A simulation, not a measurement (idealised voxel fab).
Process module, titled voxel transistor to metal
FYI the section here is cut, 210 nm wide, cells are 5 nm squares.
Format of a cross-section: grid, square cells. Given as bands. Order: top down. Band: one or more rows of cells.
This entry defines a band. It first specifies the height of the band's top and the height of its bottom in nm, and then specifies the band's materials from left to right, stating each material with its width in nm. The word "throughout" identifies a single material that fills the band from edge to edge, while the word "empty" identifies empty space.
A quick word on heights: they are counted from 0, and under that level the wafer as it came to us is one material throughout. The lowest band is different from the rest in having no bottom; it simply continues downward, written as in "from 0 down".
You'd read "30..40" like this: the band's top row of cells is as wide as the first number, its bottom row is as wide as the second, and going down, every row changes width by the same amount as the row before did.
Reading "nothing got changed" for a step: not a cell of the cross-section changed in it.
If an empty space has no open way to the top and is at least 8 cells in size, "Closed void list" lists it, written width x height at distance, where distance is measured from the left edge and every value is in nm.
Anything after a step's settings on that line? It's the simulator's own note about the step.
"overlay nm", when on a step's line for a step with a mask, measures how far to the right of its planned place the mask lay; a negative measure means to the left.
**Listed below are the process steps as planned**
step 1: RECEIVE [material Si]
step 2: CONFORMAL_DEP [material SiO2] [thk nm 5]
step 3: CONFORMAL_DEP [material SiN] [thk nm 10]
step 4: DIRECTIONAL_DEP [material aC] [thk nm 10]
step 5: PATTERN [tone cover] [mask id ACTIVE] [material resist] [width nm 135] [thk nm 30] [overlay nm 0]
step 6: DIRECTIONAL_ETCH [etch materials aC] [depth nm 10]
step 7: STRIP [etch materials resist]
step 8: DIRECTIONAL_ETCH [etch materials SiN] [depth nm 10]
step 9: DIRECTIONAL_ETCH [etch materials SiO2] [depth nm 5]
step 10: DIRECTIONAL_ETCH [etch materials Si] [depth nm 25]
step 11: STRIP [etch materials aC]
step 12: OXIDIZE [depth nm 5]
step 13: FILL_DEP [material SiO2] [thk nm 15]
step 14: CMP [height nm 15]
step 15: SELECTIVE_ETCH [etch materials SiO2] [depth nm 5]
step 16: STRIP [etch materials SiN]
step 17: SELECTIVE_ETCH [etch materials SiO2] [depth nm 5]
step 18: OXIDIZE [depth nm 5]
step 19: DIRECTIONAL_DEP [material polySi] [thk nm 20]
step 20: DIRECTIONAL_DEP [material SiCN] [thk nm 15]
step 21: DIRECTIONAL_DEP [material aC] [thk nm 10]
step 22: PATTERN [tone cover] [mask id GATE] [material resist] [width nm 35] [thk nm 25] [overlay nm 0]
step 23: DIRECTIONAL_ETCH [etch materials aC] [depth nm 10]
step 24: STRIP [etch materials resist]
step 25: DIRECTIONAL_ETCH [etch materials SiCN] [depth nm 25]
step 26: DIRECTIONAL_ETCH [etch materials polySi] [depth nm 30]
step 27: STRIP [etch materials aC]
step 28: CONFORMAL_DEP [material SiO2] [thk nm 5]
step 29: DIRECTIONAL_ETCH [etch materials SiO2] [depth nm 5]
step 30: CONFORMAL_DEP [material SiN] [thk nm 5]
step 31: DIRECTIONAL_ETCH [etch materials SiN] [depth nm 5]
step 32: DIRECTIONAL_ETCH [etch materials SiO2] [depth nm 5]
step 33: EPI [material pSi] [thk nm 5]
step 34: FILL_DEP [material SiO2] [thk nm 10]
step 35: CMP [height nm 20]
step 36: STRIP [etch materials polySi]
step 37: SELECTIVE_ETCH [etch materials SiO2] [depth nm 5]
step 38: CONFORMAL_DEP [material HfO2] [thk nm 5]
step 39: CONFORMAL_DEP [material TiN] [thk nm 5]
step 40: FILL_DEP [material W] [thk nm 10]
step 41: CMP [height nm 15]
step 42: DIRECTIONAL_DEP [material SiO2] [thk nm 15]
step 43: MASKED_ETCH [tone open] [mask id CONTACT] [width nm 20] [pitch nm 95] [etch materials SiO2] [depth nm 30] [overlay nm 0]
step 44: CONFORMAL_DEP [material TiN] [thk nm 5]
step 45: FILL_DEP [material W] [thk nm 10]
step 46: CMP [height nm 30]
step 47: CONFORMAL_DEP [material SiN] [thk nm 5]
step 48: DIRECTIONAL_DEP [material SiO2] [thk nm 15]
step 49: PATTERN [tone open] [mask id METAL_1] [material resist] [width nm 20] [pitch nm 95] [thk nm 20] [overlay nm 0]
step 50: DIRECTIONAL_ETCH [etch materials SiO2] [depth nm 15]
step 51: DIRECTIONAL_ETCH [etch materials SiN] [depth nm 5]
step 52: STRIP [etch materials resist]
step 53: CONFORMAL_DEP [material TiN] [thk nm 5]
step 54: FILL_DEP [material Cu] [thk nm 10]
step 55: CMP [height nm 50]
step 56: EPI [material Ru] [thk nm 5]
step 57: FILL_DEP [material SiCN] [thk nm 5]
**Account of the first of two wafers, which was processed as intended**
**Delivered wafer in cross-section: state after step 1**
  from 0 down | Si throughout
  Closed void list: none
**The wafer in cross-section once step 2 is complete**
  from 5 to 0 | SiO2 throughout
  Note: structure below 0 unchanged.
**The wafer in cross-section once step 3 is complete**
  from 15 to 5 | SiN throughout
  Note: structure below 5 unchanged.
**The wafer in cross-section once step 4 is complete**
  from 25 to 15 | aC throughout
  Note: structure below 15 unchanged.
**The wafer in cross-section once step 5 is complete**
  from 55 to 25 | empty 35 / resist 135 / empty 40
  Note: structure below 25 unchanged.
**The wafer in cross-section once step 6 is complete**
  from 45 to 25 | empty 35 / resist 135 / empty 40
  from 25 to 15 | empty 35 / aC 135 / empty 40
  Note: structure below 15 unchanged.
**The wafer in cross-section once step 7 is complete**
  from 25 to 15 | empty 35 / aC 135 / empty 40
  Note: structure below 15 unchanged.
**The wafer in cross-section once step 8 is complete**
  from 25 to 15 | empty 35 / aC 135 / empty 40
  from 15 to 5 | empty 35 / SiN 135 / empty 40
  Note: structure below 5 unchanged.
**The wafer in cross-section once step 9 is complete**
  from 25 to 15 | empty 35 / aC 135 / empty 40
  from 15 to 5 | empty 35 / SiN 135 / empty 40
  from 5 to 0 | empty 35 / SiO2 135 / empty 40
  Note: structure below 0 unchanged.
**The wafer in cross-section once step 10 is complete**
  from 25 to 15 | empty 35 / aC 135 / empty 40
  from 15 to 5 | empty 35 / SiN 135 / empty 40
  from 5 to 0 | empty 35 / SiO2 135 / empty 40
  from 0 to -25 | empty 35 / Si 135 / empty 40
  Note: structure below -25 unchanged.
**The wafer in cross-section once step 11 is complete**
  from 15 to 5 | empty 35 / SiN 135 / empty 40
  Note: structure below 5 unchanged.
**The wafer in cross-section once step 12 is complete**
  from 15 to 5 | empty 35 / SiN 135 / empty 40
  from 5 to 0 | empty 35 / SiO2 135 / empty 40
  from 0 to -25 | empty 35 / SiO2 5 / Si 125 / SiO2 5 / empty 40
  from -25 to -30 | SiO2 40 / Si 125 / SiO2 45
  Note: structure below -30 unchanged.
**The wafer in cross-section once step 13 is complete**
  from 30 to 15 | SiO2 throughout
  from 15 to 5 | SiO2 35 / SiN 135 / SiO2 40
  from 5 to 0 | SiO2 throughout
  from 0 to -30 | SiO2 40 / Si 125 / SiO2 45
  Note: structure below -30 unchanged.
**The wafer in cross-section once step 14 is complete**
  from 15 to 5 | SiO2 35 / SiN 135 / SiO2 40
  Note: structure below 5 unchanged.
**The wafer in cross-section once step 15 is complete**
  from 15 to 10 | empty 35 / SiN 135 / empty 40
  Note: structure below 10 unchanged.
**The wafer in cross-section once step 16 is complete**
  from 10 to 5 | SiO2 35 / empty 135 / SiO2 40
  Note: structure below 5 unchanged.
**The wafer in cross-section once step 17 is complete**
  from 5 to 0 | SiO2 30 / empty 145 / SiO2 35
  Note: structure below 0 unchanged.
**The wafer in cross-section once step 18 is complete**
  from 5 to 0 | SiO2 30 / empty 145 / SiO2 35
  from 0 to -5 | SiO2 throughout
  Note: structure below -5 unchanged.
**The wafer in cross-section once step 19 is complete**
  from 25 to 20 | polySi 30 / empty 145 / polySi 35
  from 20 to 5 | polySi throughout
  from 5 to 0 | SiO2 30 / polySi 145 / SiO2 35
  Note: structure below 0 unchanged.
**The wafer in cross-section once step 20 is complete**
  from 40 to 35 | SiCN 30 / empty 145 / SiCN 35
  from 35 to 25 | SiCN throughout
  from 25 to 20 | polySi 30 / SiCN 145 / polySi 35
  Note: structure below 20 unchanged.
**The wafer in cross-section once step 21 is complete**
  from 50 to 45 | aC 30 / empty 145 / aC 35
  from 45 to 40 | aC throughout
  from 40 to 35 | SiCN 30 / aC 145 / SiCN 35
  Note: structure below 35 unchanged.
**The wafer in cross-section once step 22 is complete**
  from 75 to 50 | empty 85 / resist 35 / empty 90
  from 50 to 45 | aC 30 / empty 55 / resist 35 / empty 55 / aC 35
  Note: structure below 45 unchanged.
**The wafer in cross-section once step 23 is complete**
  from 65 to 45 | empty 85 / resist 35 / empty 90
  from 45 to 40 | empty 85 / aC 35 / empty 90
  from 40 to 35 | SiCN 30 / empty 55 / aC 35 / empty 55 / SiCN 35
  Note: structure below 35 unchanged.
**The wafer in cross-section once step 24 is complete**
  from 45 to 40 | empty 85 / aC 35 / empty 90
  Note: structure below 40 unchanged.
**The wafer in cross-section once step 25 is complete**
  from 45 to 35 | empty 85 / aC 35 / empty 90
  from 35 to 25 | empty 85 / SiCN 35 / empty 90
  from 25 to 20 | polySi 30 / empty 55 / SiCN 35 / empty 55 / polySi 35
  Note: structure below 20 unchanged.
**The wafer in cross-section once step 26 is complete**
  from 45 to 35 | empty 85 / aC 35 / empty 90
  from 35 to 20 | empty 85 / SiCN 35 / empty 90
  from 20 to 5 | empty 85 / polySi 35 / empty 90
  from 5 to 0 | SiO2 30 / empty 55 / polySi 35 / empty 55 / SiO2 35
  Note: structure below 0 unchanged.
**The wafer in cross-section once step 27 is complete**
  from 35 to 20 | empty 85 / SiCN 35 / empty 90
  Note: structure below 20 unchanged.
**The wafer in cross-section once step 28 is complete**
  from 40 to 35 | empty 80 / SiO2 45 / empty 85
  from 35 to 20 | empty 80 / SiO2 5 / SiCN 35 / SiO2 5 / empty 85
  from 20 to 10 | empty 80 / SiO2 5 / polySi 35 / SiO2 5 / empty 85
  from 10 to 5 | SiO2 35 / empty 45 / SiO2 5 / polySi 35 / SiO2 5 / empty 45 / SiO2 40
  from 5 to 0 | SiO2 85 / polySi 35 / SiO2 90
  Note: structure below 0 unchanged.
**The wafer in cross-section once step 29 is complete**
  from 35 to 20 | empty 80 / SiO2 5 / SiCN 35 / SiO2 5 / empty 85
  from 20 to 5 | empty 80 / SiO2 5 / polySi 35 / SiO2 5 / empty 85
  from 5 to 0 | SiO2 35 / empty 45 / SiO2 5 / polySi 35 / SiO2 5 / empty 45 / SiO2 40
  Note: structure below 0 unchanged.
**The wafer in cross-section once step 30 is complete**
  from 40 to 35 | empty 75 / SiN 55 / empty 80
  from 35 to 20 | empty 75 / SiN 5 / SiO2 5 / SiCN 35 / SiO2 5 / SiN 5 / empty 80
  from 20 to 10 | empty 75 / SiN 5 / SiO2 5 / polySi 35 / SiO2 5 / SiN 5 / empty 80
  from 10 to 5 | SiN 40 / empty 35 / SiN 5 / SiO2 5 / polySi 35 / SiO2 5 / SiN 5 / empty 35 / SiN 45
  from 5 to 0 | SiO2 35 / SiN 45 / SiO2 5 / polySi 35 / SiO2 5 / SiN 45 / SiO2 40
  Note: structure below 0 unchanged.
**The wafer in cross-section once step 31 is complete**
  from 35 to 20 | empty 75 / SiN 5 / SiO2 5 / SiCN 35 / SiO2 5 / SiN 5 / empty 80
  from 20 to 5 | empty 75 / SiN 5 / SiO2 5 / polySi 35 / SiO2 5 / SiN 5 / empty 80
  from 5 to 0 | SiO2 35 / SiN 5 / empty 35 / SiN 5 / SiO2 5 / polySi 35 / SiO2 5 / SiN 5 / empty 35 / SiN 5 / SiO2 40
  Note: structure below 0 unchanged.
**The wafer in cross-section once step 32 is complete**
  from 35 to 30 | empty 75 / SiN 5 / empty 5 / SiCN 35 / empty 5 / SiN 5 / empty 80
  from 30 to 20 | empty 75 / SiN 5 / SiO2 5 / SiCN 35 / SiO2 5 / SiN 5 / empty 80
  from 20 to 5 | empty 75 / SiN 5 / SiO2 5 / polySi 35 / SiO2 5 / SiN 5 / empty 80
  from 5 to 0 | empty 35 / SiN 5 / empty 35 / SiN 5 / SiO2 5 / polySi 35 / SiO2 5 / SiN 5 / empty 35 / SiN 5 / empty 40
  from 0 to -5 | SiO2 40 / empty 35 / SiO2 55 / empty 35 / SiO2 45
  Note: structure below -5 unchanged.
**The wafer in cross-section once step 33 is complete**
  from 35 to 30 | empty 75 / SiN 5 / empty 5 / SiCN 35 / empty 5 / SiN 5 / empty 80
  from 30 to 20 | empty 75 / SiN 5 / SiO2 5 / SiCN 35 / SiO2 5 / SiN 5 / empty 80
  from 20 to 5 | empty 75 / SiN 5 / SiO2 5 / polySi 35 / SiO2 5 / SiN 5 / empty 80
  from 5 to 0 | empty 35 / SiN 5 / empty 35 / SiN 5 / SiO2 5 / polySi 35 / SiO2 5 / SiN 5 / empty 35 / SiN 5 / empty 40
  from 0 to -5 | SiO2 40 / pSi 35 / SiO2 55 / pSi 35 / SiO2 45
  Note: structure below -5 unchanged.
**The wafer in cross-section once step 34 is complete**
  from 45 to 35 | SiO2 throughout
  from 35 to 20 | SiO2 75 / SiN 5 / SiO2 5 / SiCN 35 / SiO2 5 / SiN 5 / SiO2 80
  from 20 to 5 | SiO2 75 / SiN 5 / SiO2 5 / polySi 35 / SiO2 5 / SiN 5 / SiO2 80
  from 5 to 0 | SiO2 35 / SiN 5 / SiO2 35 / SiN 5 / SiO2 5 / polySi 35 / SiO2 5 / SiN 5 / SiO2 35 / SiN 5 / SiO2 40
  Note: structure below 0 unchanged.
**The wafer in cross-section once step 35 is complete**
  from 20 to 5 | SiO2 75 / SiN 5 / SiO2 5 / polySi 35 / SiO2 5 / SiN 5 / SiO2 80
  Note: structure below 5 unchanged.
**The wafer in cross-section once step 36 is complete**
  from 20 to 5 | SiO2 75 / SiN 5 / SiO2 5 / empty 35 / SiO2 5 / SiN 5 / SiO2 80
  from 5 to 0 | SiO2 35 / SiN 5 / SiO2 35 / SiN 5 / SiO2 5 / empty 35 / SiO2 5 / SiN 5 / SiO2 35 / SiN 5 / SiO2 40
  Note: structure below 0 unchanged.
**The wafer in cross-section once step 37 is complete**
  from 20 to 15 | empty 75 / SiN 5 / empty 45 / SiN 5 / empty 80
  from 15 to 5 | SiO2 75 / SiN 5 / empty 45 / SiN 5 / SiO2 80
  from 5 to 0 | SiO2 35 / SiN 5 / SiO2 35 / SiN 5 / empty 45 / SiN 5 / SiO2 35 / SiN 5 / SiO2 40
  from 0 to -5 | SiO2 40 / pSi 35 / SiO2 5 / empty 45 / SiO2 5 / pSi 35 / SiO2 45
  Note: structure below -5 unchanged.
**The wafer in cross-section once step 38 is complete**
  from 25 to 20 | empty 70 / HfO2 15 / empty 35 / HfO2 15 / empty 75
  from 20 to 15 | HfO2 75 / SiN 5 / HfO2 5 / empty 35 / HfO2 5 / SiN 5 / HfO2 80
  from 15 to 5 | SiO2 75 / SiN 5 / HfO2 5 / empty 35 / HfO2 5 / SiN 5 / SiO2 80
  from 5 to 0 | SiO2 35 / SiN 5 / SiO2 35 / SiN 5 / HfO2 5 / empty 35 / HfO2 5 / SiN 5 / SiO2 35 / SiN 5 / SiO2 40
  from 0 to -5 | SiO2 40 / pSi 35 / SiO2 5 / HfO2 45 / SiO2 5 / pSi 35 / SiO2 45
  Note: structure below -5 unchanged.
**The wafer in cross-section once step 39 is complete**
  from 30 to 25 | empty 65 / TiN 25 / empty 25 / TiN 25 / empty 70
  from 25 to 20 | TiN 70 / HfO2 15 / TiN 5 / empty 25 / TiN 5 / HfO2 15 / TiN 75
  from 20 to 15 | HfO2 75 / SiN 5 / HfO2 5 / TiN 5 / empty 25 / TiN 5 / HfO2 5 / SiN 5 / HfO2 80
  from 15 to 5 | SiO2 75 / SiN 5 / HfO2 5 / TiN 5 / empty 25 / TiN 5 / HfO2 5 / SiN 5 / SiO2 80
  from 5 to 0 | SiO2 35 / SiN 5 / SiO2 35 / SiN 5 / HfO2 5 / TiN 35 / HfO2 5 / SiN 5 / SiO2 35 / SiN 5 / SiO2 40
  Note: structure below 0 unchanged.
**The wafer in cross-section once step 40 is complete**
  from 40 to 30 | W throughout
  from 30 to 25 | W 65 / TiN 25 / W 25 / TiN 25 / W 70
  from 25 to 20 | TiN 70 / HfO2 15 / TiN 5 / W 25 / TiN 5 / HfO2 15 / TiN 75
  from 20 to 15 | HfO2 75 / SiN 5 / HfO2 5 / TiN 5 / W 25 / TiN 5 / HfO2 5 / SiN 5 / HfO2 80
  from 15 to 5 | SiO2 75 / SiN 5 / HfO2 5 / TiN 5 / W 25 / TiN 5 / HfO2 5 / SiN 5 / SiO2 80
  Note: structure below 5 unchanged.
**The wafer in cross-section once step 41 is complete**
  from 15 to 5 | SiO2 75 / SiN 5 / HfO2 5 / TiN 5 / W 25 / TiN 5 / HfO2 5 / SiN 5 / SiO2 80
  Note: structure below 5 unchanged.
**The wafer in cross-section once step 42 is complete**
  from 30 to 15 | SiO2 throughout
  Note: structure below 15 unchanged.
**The wafer in cross-section once step 43 is complete**
  from 30 to 15 | SiO2 45 / empty 20 / SiO2 75 / empty 20 / SiO2 50
  from 15 to 5 | SiO2 45 / empty 20 / SiO2 10 / SiN 5 / HfO2 5 / TiN 5 / W 25 / TiN 5 / HfO2 5 / SiN 5 / SiO2 10 / empty 20 / SiO2 50
  from 5 to 0 | SiO2 35 / SiN 5 / SiO2 5 / empty 20 / SiO2 10 / SiN 5 / HfO2 5 / TiN 35 / HfO2 5 / SiN 5 / SiO2 10 / empty 20 / SiO2 5 / SiN 5 / SiO2 40
  Note: structure below 0 unchanged.
**The wafer in cross-section once step 44 is complete**
  from 35 to 30 | TiN 50 / empty 10 / TiN 85 / empty 10 / TiN 55
  from 30 to 15 | SiO2 45 / TiN 5 / empty 10 / TiN 5 / SiO2 75 / TiN 5 / empty 10 / TiN 5 / SiO2 50
  from 15 to 5 | SiO2 45 / TiN 5 / empty 10 / TiN 5 / SiO2 10 / SiN 5 / HfO2 5 / TiN 5 / W 25 / TiN 5 / HfO2 5 / SiN 5 / SiO2 10 / TiN 5 / empty 10 / TiN 5 / SiO2 50
  from 5 to 0 | SiO2 35 / SiN 5 / SiO2 5 / TiN 20 / SiO2 10 / SiN 5 / HfO2 5 / TiN 35 / HfO2 5 / SiN 5 / SiO2 10 / TiN 20 / SiO2 5 / SiN 5 / SiO2 40
  Note: structure below 0 unchanged.
**The wafer in cross-section once step 45 is complete**
  from 45 to 35 | W throughout
  from 35 to 30 | TiN 50 / W 10 / TiN 85 / W 10 / TiN 55
  from 30 to 15 | SiO2 45 / TiN 5 / W 10 / TiN 5 / SiO2 75 / TiN 5 / W 10 / TiN 5 / SiO2 50
  from 15 to 5 | SiO2 45 / TiN 5 / W 10 / TiN 5 / SiO2 10 / SiN 5 / HfO2 5 / TiN 5 / W 25 / TiN 5 / HfO2 5 / SiN 5 / SiO2 10 / TiN 5 / W 10 / TiN 5 / SiO2 50
  Note: structure below 5 unchanged.
**The wafer in cross-section once step 46 is complete**
  from 30 to 15 | SiO2 45 / TiN 5 / W 10 / TiN 5 / SiO2 75 / TiN 5 / W 10 / TiN 5 / SiO2 50
  Note: structure below 15 unchanged.
**The wafer in cross-section once step 47 is complete**
  from 35 to 30 | SiN throughout
  Note: structure below 30 unchanged.
**The wafer in cross-section once step 48 is complete**
  from 50 to 35 | SiO2 throughout
  Note: structure below 35 unchanged.
**The wafer in cross-section once step 49 is complete**
  from 70 to 50 | resist 45 / empty 20 / resist 75 / empty 20 / resist 50
  Note: structure below 50 unchanged.
**The wafer in cross-section once step 50 is complete**
  from 70 to 50 | resist 45 / empty 20 / resist 75 / empty 20 / resist 50
  from 50 to 35 | SiO2 45 / empty 20 / SiO2 75 / empty 20 / SiO2 50
  Note: structure below 35 unchanged.
**The wafer in cross-section once step 51 is complete**
  from 70 to 50 | resist 45 / empty 20 / resist 75 / empty 20 / resist 50
  from 50 to 35 | SiO2 45 / empty 20 / SiO2 75 / empty 20 / SiO2 50
  from 35 to 30 | SiN 45 / empty 20 / SiN 75 / empty 20 / SiN 50
  Note: structure below 30 unchanged.
**The wafer in cross-section once step 52 is complete**
  from 50 to 35 | SiO2 45 / empty 20 / SiO2 75 / empty 20 / SiO2 50
  Note: structure below 35 unchanged.
**The wafer in cross-section once step 53 is complete**
  from 55 to 50 | TiN 50 / empty 10 / TiN 85 / empty 10 / TiN 55
  from 50 to 35 | SiO2 45 / TiN 5 / empty 10 / TiN 5 / SiO2 75 / TiN 5 / empty 10 / TiN 5 / SiO2 50
  from 35 to 30 | SiN 45 / TiN 20 / SiN 75 / TiN 20 / SiN 50
  Note: structure below 30 unchanged.
**The wafer in cross-section once step 54 is complete**
  from 65 to 55 | Cu throughout
  from 55 to 50 | TiN 50 / Cu 10 / TiN 85 / Cu 10 / TiN 55
  from 50 to 35 | SiO2 45 / TiN 5 / Cu 10 / TiN 5 / SiO2 75 / TiN 5 / Cu 10 / TiN 5 / SiO2 50
  Note: structure below 35 unchanged.
**The wafer in cross-section once step 55 is complete**
  from 50 to 35 | SiO2 45 / TiN 5 / Cu 10 / TiN 5 / SiO2 75 / TiN 5 / Cu 10 / TiN 5 / SiO2 50
  Note: structure below 35 unchanged.
**The wafer in cross-section once step 56 is complete**
  from 55 to 50 | empty 40 / Ru 30 / empty 65 / Ru 30 / empty 45
  Note: structure below 50 unchanged.
**The wafer in cross-section once step 57 is complete**
  from 60 to 55 | SiCN throughout
  from 55 to 50 | SiCN 40 / Ru 30 / SiCN 65 / Ru 30 / SiCN 45
  Note: structure below 50 unchanged.
**The second wafer began exactly as the first did and followed the same plan, but one mistake was made while running it; through step 48 inclusive, the two wafers are identical**
**Cross-section: second wafer, time at which step 49 was scheduled to end**
  from 70 to 50 | resist 50 / empty 15 / resist 80 / empty 15 / resist 50
  Note: structure below 50 unchanged.
**Cross-section: second wafer, time at which step 50 was scheduled to end**
  from 70 to 50 | resist 50 / empty 15 / resist 80 / empty 15 / resist 50
  from 50 to 35 | SiO2 50 / empty 15 / SiO2 80 / empty 15 / SiO2 50
  Note: structure below 35 unchanged.
**Cross-section: second wafer, time at which step 51 was scheduled to end**
  from 70 to 50 | resist 50 / empty 15 / resist 80 / empty 15 / resist 50
  from 50 to 35 | SiO2 50 / empty 15 / SiO2 80 / empty 15 / SiO2 50
  from 35 to 30 | SiN 50 / empty 15 / SiN 80 / empty 15 / SiN 50
  Note: structure below 30 unchanged.
**Cross-section: second wafer, time at which step 52 was scheduled to end**
  from 50 to 35 | SiO2 50 / empty 15 / SiO2 80 / empty 15 / SiO2 50
  Note: structure below 35 unchanged.
**Cross-section: second wafer, time at which step 53 was scheduled to end**
  from 55 to 50 | TiN 55 / empty 5 / TiN 90 / empty 5 / TiN 55
  from 50 to 35 | SiO2 50 / TiN 5 / empty 5 / TiN 5 / SiO2 80 / TiN 5 / empty 5 / TiN 5 / SiO2 50
  from 35 to 30 | SiN 50 / TiN 15 / SiN 80 / TiN 15 / SiN 50
  Note: structure below 30 unchanged.
**Cross-section: second wafer, time at which step 54 was scheduled to end**
  from 65 to 55 | Cu throughout
  from 55 to 50 | TiN 55 / Cu 5 / TiN 90 / Cu 5 / TiN 55
  from 50 to 35 | SiO2 50 / TiN 5 / Cu 5 / TiN 5 / SiO2 80 / TiN 5 / Cu 5 / TiN 5 / SiO2 50
  Note: structure below 35 unchanged.
**Cross-section: second wafer, time at which step 55 was scheduled to end**
  from 50 to 35 | SiO2 50 / TiN 5 / Cu 5 / TiN 5 / SiO2 80 / TiN 5 / Cu 5 / TiN 5 / SiO2 50
  Note: structure below 35 unchanged.
**Cross-section: second wafer, time at which step 56 was scheduled to end**
  from 55 to 50 | empty 45 / Ru 25 / empty 70 / Ru 25 / empty 45
  Note: structure below 50 unchanged.
**Cross-section: second wafer, time at which step 57 was scheduled to end**
  from 60 to 55 | SiCN throughout
  from 55 to 50 | SiCN 45 / Ru 25 / SiCN 70 / Ru 25 / SiCN 45
  Note: structure below 50 unchanged.
What was done differently from what was planned? step 49 did not use the planned setting and instead ran as PATTERN [tone open] [mask id METAL_1] [material resist] [width nm 15] [pitch nm 95] [thk nm 20] [overlay nm 0]
Once processing is complete, comparing cell counts shows that the second wafer has more or fewer of certain materials than the first: -6 Cu; -2 Ru; +2 SiCN; +2 SiN; +6 SiO2; -2 TiN
